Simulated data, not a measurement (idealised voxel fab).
process module | voxel self aligned vias
cross-section cut | 180 nm wide | cells 5 nm
A cross-section is a grid of square cells, given in bands from the top down. A band is one or more rows of cells.
Each band's line starts with the height of the band's top and of its bottom, in nm. Then come its materials from left to right, each with its width in nm. One material with "throughout" fills the band from edge to edge. "air" is empty space.
Height 0 is the level under which the wafer as received is all one material. The lowest band goes on downwards, as in "0 down".
A width such as "30 to 40" changes by the same amount from each row of cells to the next, from the band's top row to its bottom row.
"no change" after a step means that no cell of the cross-section changed.
closed voids: empty space of 8 cells or more with no open way to the top, each as width x height at its distance from the left edge, in nm
after a step's settings: what the simulator itself notes on the step
overlay nm, on a step with a mask: how far to the right of its planned place the mask lay; to the left if negative
plan
1 op RECEIVE | material Si
2 op CONFORMAL_DEP | material SiO2 | thk nm 10
3 op CONFORMAL_DEP | material SiCN | thk nm 5
4 op DIRECTIONAL_DEP | material lowk | thk nm 25
5 op DIRECTIONAL_DEP | material aC | thk nm 15
6 op PATTERN | tone open | mask id LINES | material resist | width nm 30 | pitch nm 55 | thk nm 30 | overlay nm -15
7 op DIRECTIONAL_ETCH | etch materials aC | depth nm 15
8 op STRIP | etch materials resist
9 op DIRECTIONAL_ETCH | etch materials lowk | depth nm 25
10 op STRIP | etch materials aC
11 op CONFORMAL_DEP | material TiN | thk nm 5
12 op FILL_DEP | material Ru | thk nm 5
13 op CMP | height nm 40
14 op SELECTIVE_ETCH | etch materials W Ru TiN | depth nm 10
15 op FILL_DEP | material SiN | thk nm 5
16 op CMP | height nm 40
17 op DIRECTIONAL_DEP | material lowk | thk nm 20
18 op DIRECTIONAL_DEP | material aC | thk nm 10
19 op PATTERN | tone open | mask id VIAS | material resist | width nm 40 | pitch nm 55 | thk nm 30 | overlay nm 0
20 op DIRECTIONAL_ETCH | etch materials aC | depth nm 10
21 op STRIP | etch materials resist
22 op DIRECTIONAL_ETCH | etch materials lowk | depth nm 20
23 op DIRECTIONAL_ETCH | etch materials SiN | depth nm 10
24 op STRIP | etch materials aC
25 op CONFORMAL_DEP | material TiN | thk nm 5
26 op FILL_DEP | material Cu | thk nm 5
27 op CMP | height nm 60
28 op CONFORMAL_DEP | material SiCN | thk nm 5
varied across the wafers: overlay nm of step 6. The plan shows the first wafer's value. All wafers start alike
first wafer as received, after step 1
  0 down: Si throughout
  closed voids: none
first wafer at the end, after step 28
  65 to 60: SiCN throughout
  60 to 45: lowk 40 | TiN 5 | Cu 30 | TiN 5 | lowk 15 | TiN 5 | Cu 30 | TiN 5 | lowk 45
  45 to 40: lowk 40 | TiN 5 | Cu 10 | TiN 25 | lowk 15 | TiN 5 | Cu 10 | TiN 25 | lowk 45
  40 to 35: lowk 30 | SiN 10 | TiN 5 | Cu 10 | TiN 5 | lowk 25 | SiN 10 | TiN 5 | Cu 10 | TiN 5 | lowk 65
  35 to 30: lowk 30 | SiN 10 | TiN 20 | lowk 25 | SiN 10 | TiN 20 | lowk 65
  30 to 20: lowk 30 | TiN 5 | Ru 20 | TiN 5 | lowk 25 | TiN 5 | Ru 20 | TiN 5 | lowk 65
  20 to 15: lowk 30 | TiN 30 | lowk 25 | TiN 30 | lowk 65
  15 to 10: SiCN throughout
  10 to 0: SiO2 throughout
  0 down: Si throughout
  closed voids: none
last wafer at the end
  65 to 60: SiCN throughout
  60 to 45: lowk 40 | TiN 5 | Cu 30 | TiN 5 | lowk 15 | TiN 5 | Cu 30 | TiN 5 | lowk 45
  45 to 40: lowk 40 | TiN 25 | Cu 10 | TiN 5 | lowk 15 | TiN 25 | Cu 10 | TiN 5 | lowk 45
  40 to 35: lowk 60 | TiN 5 | Cu 10 | TiN 5 | SiN 10 | lowk 25 | TiN 5 | Cu 10 | TiN 5 | SiN 10 | lowk 35
  35 to 30: lowk 60 | TiN 20 | SiN 10 | lowk 25 | TiN 20 | SiN 10 | lowk 35
  30 to 20: lowk 60 | TiN 5 | Ru 20 | TiN 5 | lowk 25 | TiN 5 | Ru 20 | TiN 5 | lowk 35
  20 to 15: lowk 60 | TiN 30 | lowk 25 | TiN 30 | lowk 35
  15 to 10: SiCN throughout
  10 to 0: SiO2 throughout
  0 down: Si throughout
  closed voids: none
each wafer at the end: cells of each material gained (+) or lost (-) since it was received, then its closed voids
overlay nm -15 | +44 Cu | +16 Ru | +72 SiCN | +8 SiN | +72 SiO2 | +56 TiN | +200 lowk | closed voids: none
overlay nm -10 | +48 Cu | +16 Ru | +72 SiCN | +4 SiN | +72 SiO2 | +56 TiN | +200 lowk | closed voids: none
overlay nm -5 | +52 Cu | +16 Ru | +72 SiCN | +72 SiO2 | +56 TiN | +200 lowk | closed voids: none
overlay nm 0 | +52 Cu | +16 Ru | +72 SiCN | +72 SiO2 | +56 TiN | +200 lowk | closed voids: none
overlay nm 5 | +52 Cu | +16 Ru | +72 SiCN | +72 SiO2 | +56 TiN | +200 lowk | closed voids: none
overlay nm 10 | +48 Cu | +16 Ru | +72 SiCN | +4 SiN | +72 SiO2 | +56 TiN | +200 lowk | closed voids: none
overlay nm 15 | +44 Cu | +16 Ru | +72 SiCN | +8 SiN | +72 SiO2 | +56 TiN | +200 lowk | closed voids: none
